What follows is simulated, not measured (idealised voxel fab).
Herein follows the process module entitled voxel self aligned vias.
The cross-section shown here is cut; it is 210 nm wide and divided into square cells measuring 5 nm on a side.
Each cross-section below is a grid of square cells, stated as bands in top-down order, with one or more rows of cells making up each band. Heads up on the band format: heights come first, top then bottom, in nm. After that it's the materials left to right, each with its width in nm. A single material flagged "throughout" fills the whole band edge to edge, and "empty" means there's empty space there. Height 0 is the level under which the wafer as received is all one material. The lowest band goes on downwards, as in "z 0 and below". Read "30 to 40" as a graded width: first number on top, second number at the bottom, same change between each pair of neighbouring rows. Step note "nothing was modified" = no cross-section cell changed. Closed-off voids of 8+ cells (no open route to the top) go in "Fully sealed voids", written width x height at distance from the left edge, in nm. after a step's settings: what the simulator itself notes on the step. A step line may carry the setting "overlay nm", which, for steps involving a mask, states the distance by which the mask lay to the right of its intended position; negative values denote displacement to the left.

These are the steps we planned for the process:
1 RECEIVE (material Si)
2 CONFORMAL_DEP (material SiO2; thk nm 15)
3 CONFORMAL_DEP (material SiCN; thk nm 5)
4 DIRECTIONAL_DEP (material SiO2; thk nm 25)
5 PATTERN (tone open; mask id LINES; material resist; width nm 20; pitch nm 60; thk nm 15; overlay nm 0)
6 DIRECTIONAL_ETCH (etch materials SiO2; depth nm 25)
7 STRIP (etch materials resist)
8 CONFORMAL_DEP (material TiN; thk nm 5)
9 FILL_DEP (material Ru; thk nm 5)
10 CMP (height nm 45)
11 SELECTIVE_ETCH (etch materials W Ru TiN; depth nm 10)
12 FILL_DEP (material SiN; thk nm 5)
13 CMP (height nm 45)
14 DIRECTIONAL_DEP (material SiO2; thk nm 20)
15 DIRECTIONAL_DEP (material aC; thk nm 10)
16 PATTERN (tone open; mask id VIAS; material resist; width nm 30; thk nm 30; overlay nm 0)
17 DIRECTIONAL_ETCH (etch materials aC; depth nm 10)
18 STRIP (etch materials resist)
19 DIRECTIONAL_ETCH (etch materials SiO2; depth nm 20)
20 DIRECTIONAL_ETCH (etch materials SiN; depth nm 10)
21 STRIP (etch materials aC)
22 CONFORMAL_DEP (material TiN; thk nm 5)
23 FILL_DEP (material Cu; thk nm 5)
24 CMP (height nm 65)
25 CONFORMAL_DEP (material SiCN; thk nm 5)

Cross-section of the wafer upon arrival, representing the state reached after step 1:
  z 0 and below = Si throughout
  Fully sealed voids: none

a wafer at the end: this start, this plan, one mistake:
  z 70 to 65 = SiCN throughout
  z 65 to 50 = 55 Cu, then 5 TiN, then 30 SiO2, then 5 TiN, then 115 Cu
  z 50 to 45 = 60 TiN, then 30 SiO2, then 40 TiN, then 10 Cu, then 70 TiN
  z 45 to 40 = 65 SiO2, then 20 SiN, then 40 SiO2, then 5 TiN, then 10 Cu, then 5 TiN, then 65 SiO2
  z 40 to 35 = 65 SiO2, then 20 SiN, then 40 SiO2, then 20 TiN, then 65 SiO2
  z 35 to 25 = 65 SiO2, then 5 TiN, then 10 Ru, then 5 TiN, then 40 SiO2, then 5 TiN, then 10 Ru, then 5 TiN, then 65 SiO2
  z 25 to 20 = 65 SiO2, then 20 TiN, then 40 SiO2, then 20 TiN, then 65 SiO2
  z 20 to 15 = SiCN throughout
  z 15 to 0 = SiO2 throughout
  z 0 and below = Si throughout
  Fully sealed voids: none
Run error: step 16 was processed under conditions differing from the plan, specifically as PATTERN (tone cover; mask id VIAS; material resist; width nm 30; thk nm 30; overlay nm 0)
